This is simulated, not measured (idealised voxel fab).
Documented hereafter: the process module known as voxel trench capacitor.
Section shown: cut. Width: 285 nm. Cell size: 5 nm, square.
How to read a cross-section here: the picture is a grid of square cells, written as bands going from the top down, and any band can span one or more rows of cells.
First you get the band's top height and its bottom height, in nm, and then the materials it's made of, left to right, with each width in nm. If you see a single material with "all across", that one covers the band edge to edge. "empty" is empty space.
Heights from 0 (as-received wafer is one material below). Bottom band endless downward, as "0 nm and below".
The notation "30..40" denotes a width that varies across the rows of cells in the band, beginning at the first number in the top row, finishing at the second number in the bottom row, and changing by an identical amount from each row to the next.
"nothing different" (step): cross-section cells unchanged, all of them.
Voids not open to the top, 8 cells minimum: see "Closed void listing". Written width x height at distance; distance is from the left edge; nm.
The remark found on a step's line after its settings is issued by the simulator itself and pertains to that step.
Steps that use a mask can have "overlay nm" on their line. It says how far the mask sat to the right of where it was meant to be. Negative means to the left.

Here's what the planned process steps look like:
1 RECEIVE: material Si
2 CONFORMAL_DEP: material SiN, thk nm 5
3 DIRECTIONAL_DEP: material aC, thk nm 10
4 PATTERN: tone open, mask id TRENCH, material resist, width nm 25, pitch nm 40, thk nm 30, overlay nm 0
5 DIRECTIONAL_ETCH: etch materials aC, depth nm 10
6 STRIP: etch materials resist
7 DIRECTIONAL_ETCH: etch materials SiN, depth nm 5
8 DIRECTIONAL_ETCH: etch materials Si, depth nm 40
9 STRIP: etch materials aC
10 CONFORMAL_DEP: material Al2O3, thk nm 5
11 CONFORMAL_DEP: material TiN, thk nm 5
12 FILL_DEP: material W, thk nm 10
13 CMP: height nm 5

Delivered wafer in cross-section: state after step 1:
0 nm and below  Si all across
Closed void listing: none

Cross-section at module end, one run error; start and plan unchanged from above:
5 nm to 0 nm  W: 100 | TiN: 5 | Al2O3: 5 | SiN: 25 | Al2O3: 5 | TiN: 5 | Al2O3: 5 | SiN: 25 | Al2O3: 5 | TiN: 5 | W: 100
0 nm to -30 nm  W: 100 | TiN: 5 | Al2O3: 5 | Si: 25 | Al2O3: 5 | TiN: 5 | Al2O3: 5 | Si: 25 | Al2O3: 5 | TiN: 5 | W: 100
-30 nm to -35 nm  TiN: 105 | Al2O3: 5 | Si: 25 | Al2O3: 5 | TiN: 5 | Al2O3: 5 | Si: 25 | Al2O3: 5 | TiN: 105
-35 nm to -40 nm  Al2O3: 110 | Si: 25 | Al2O3: 15 | Si: 25 | Al2O3: 110
-40 nm and below  Si all across
Closed void listing: none
Heads up, the wafer didn't run the way we planned it: step 4 ran with different settings than intended, the actual operation and settings being PATTERN: tone cover, mask id TRENCH, material resist, width nm 25, pitch nm 40, thk nm 30, overlay nm 0
